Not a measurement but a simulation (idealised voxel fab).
Process module in this document: voxel transistor to metal
Displayed cross-section: cut, width of 170 nm, square cells sized 5 nm.
For the purposes of this document, a cross-section shall be understood as a grid of square cells, specified as bands listed in top-to-bottom order, each band consisting of one or more rows of cells. Within each band entry, the heights of the top and of the bottom of the band appear first, in that order and in nm; the materials of the band then follow from left to right, each with its corresponding width in nm. The designation "edge to edge" on a single material indicates that it fills the band from edge to edge; the designation "empty" indicates empty space. Heights are reckoned from 0. Under this level, the received wafer is all of one material. The bottommost band is open-ended downward, for example "0 and below". Width "30->40": first value at the band's top row of cells, second value at its bottom row, equal change from row to row. It should be understood that the words "remained the same", when stated for a given step, signify that the cross-section underwent no change in any of its cells during that step. Entry "Voids, sealed" = empty spaces >= 8 cells with no open way to the top; each as width x height at distance, distance from left edge, all nm. That trailing text on a step's line, after the settings, is the simulator's own remark on the step. overlay nm: where the mask lay relative to plan, measured to the right, on steps with a mask; negatives go left.

PLAN
1) op RECEIVE | material Si
2) op CONFORMAL_DEP | material SiO2 | thk nm 5
3) op CONFORMAL_DEP | material SiN | thk nm 15
4) op MASKED_ETCH | tone cover | mask id ACTIVE | width nm 95 | etch materials SiN | depth nm 15 | overlay nm 0
5) op MASKED_ETCH | tone cover | mask id ACTIVE | width nm 95 | etch materials SiO2 | depth nm 5 | overlay nm 0
6) op MASKED_ETCH | tone cover | mask id ACTIVE | width nm 95 | etch materials Si | depth nm 20 | overlay nm 0
7) op OXIDIZE | depth nm 5
8) op FILL_DEP | material SiO2 | thk nm 15
9) op CMP | height nm 20
10) op SELECTIVE_ETCH | etch materials SiO2 | depth nm 10
11) op STRIP | etch materials SiN
12) op SELECTIVE_ETCH | etch materials SiO2 | depth nm 5
13) op OXIDIZE | depth nm 5
14) op DIRECTIONAL_DEP | material polySi | thk nm 30
15) op DIRECTIONAL_DEP | material SiCN | thk nm 10
16) op PATTERN | tone cover | mask id GATE | material resist | width nm 15 | thk nm 20 | overlay nm 0
17) op DIRECTIONAL_ETCH | etch materials SiCN | depth nm 20
18) op DIRECTIONAL_ETCH | etch materials polySi | depth nm 40
19) op STRIP | etch materials resist
20) op CONFORMAL_DEP | material SiN | thk nm 10
21) op DIRECTIONAL_ETCH | etch materials SiN | depth nm 10
22) op DIRECTIONAL_ETCH | etch materials SiO2 | depth nm 5
23) op DIRECTIONAL_ETCH | etch materials Si | depth nm 5
24) op EPI | material pSi | thk nm 10
25) op FILL_DEP | material SiO2 | thk nm 5
26) op CMP | height nm 40
27) op DIRECTIONAL_DEP | material SiO2 | thk nm 15
28) op MASKED_ETCH | tone open | mask id CONTACT | width nm 15 | pitch nm 60 | etch materials SiO2 | depth nm 55 | overlay nm 0
29) op CONFORMAL_DEP | material TiN | thk nm 5
30) op FILL_DEP | material Ru | thk nm 10
31) op CMP | height nm 55
32) op CONFORMAL_DEP | material SiN | thk nm 5
33) op DIRECTIONAL_DEP | material SiO2 | thk nm 25
34) op PATTERN | tone open | mask id METAL_1 | material resist | width nm 15 | pitch nm 60 | thk nm 15 | overlay nm 0
35) op DIRECTIONAL_ETCH | etch materials SiO2 | depth nm 25
36) op DIRECTIONAL_ETCH | etch materials SiN | depth nm 5
37) op STRIP | etch materials resist
38) op CONFORMAL_DEP | material TiN | thk nm 5
39) op FILL_DEP | material Cu | thk nm 5
40) op CMP | height nm 85
41) op CONFORMAL_DEP | material SiCN | thk nm 5

CROSS-SECTION OF THE WAFER UPON ARRIVAL, REPRESENTING THE STATE REACHED AFTER STEP 1
* 0 and below | Si edge to edge
* Voids, sealed: none

ONE MISTAKE IN RUNNING THE MODULE, OTHERWISE START AND PLAN AS ABOVE: CROSS-SECTION AT THE END
* 90 down to 85 | SiCN edge to edge
* 85 down to 60 | SiO2 45, then TiN 5, then Cu 5, then TiN 5, then SiO2 45, then TiN 5, then Cu 5, then TiN 5, then SiO2 50
* 60 down to 55 | SiN 45, then TiN 15, then SiN 45, then TiN 15, then SiN 50
* 55 down to 40 | SiO2 40, then TiN 5, then Ru 15, then TiN 5, then SiO2 35, then TiN 5, then Ru 15, then TiN 5, then SiO2 45
* 40 down to 30 | SiO2 40, then TiN 5, then Ru 15, then TiN 5, then SiN 10, then SiCN 15, then SiN 10, then TiN 5, then Ru 15, then TiN 5, then SiO2 45
* 30 down to 10 | SiO2 40, then TiN 5, then Ru 15, then TiN 5, then SiN 10, then polySi 15, then SiN 10, then TiN 5, then Ru 15, then TiN 5, then SiO2 45
* 10 down to 5 | SiO2 40, then TiN 5, then Ru 5, then TiN 15, then SiN 10, then polySi 15, then SiN 10, then TiN 15, then Ru 5, then TiN 5, then SiO2 45
* 5 down to 0 | SiO2 30, then SiN 10, then TiN 15, then pSi 10, then SiN 10, then polySi 15, then SiN 10, then pSi 10, then TiN 15, then SiN 10, then SiO2 35
* 0 down to -5 | SiO2 40, then pSi 25, then SiO2 35, then pSi 25, then SiO2 45
* -5 down to -10 | SiO2 40, then pSi 25, then Si 35, then pSi 25, then SiO2 45
* -10 down to -25 | SiO2 40, then Si 85, then SiO2 45
* -25 and below | Si edge to edge
* Voids, sealed: none
Here's what went sideways: step 28: run off-plan, actual operation and settings op MASKED_ETCH | tone open | mask id CONTACT | width nm 25 | pitch nm 60 | etch materials SiO2 | depth nm 55 | overlay nm 0
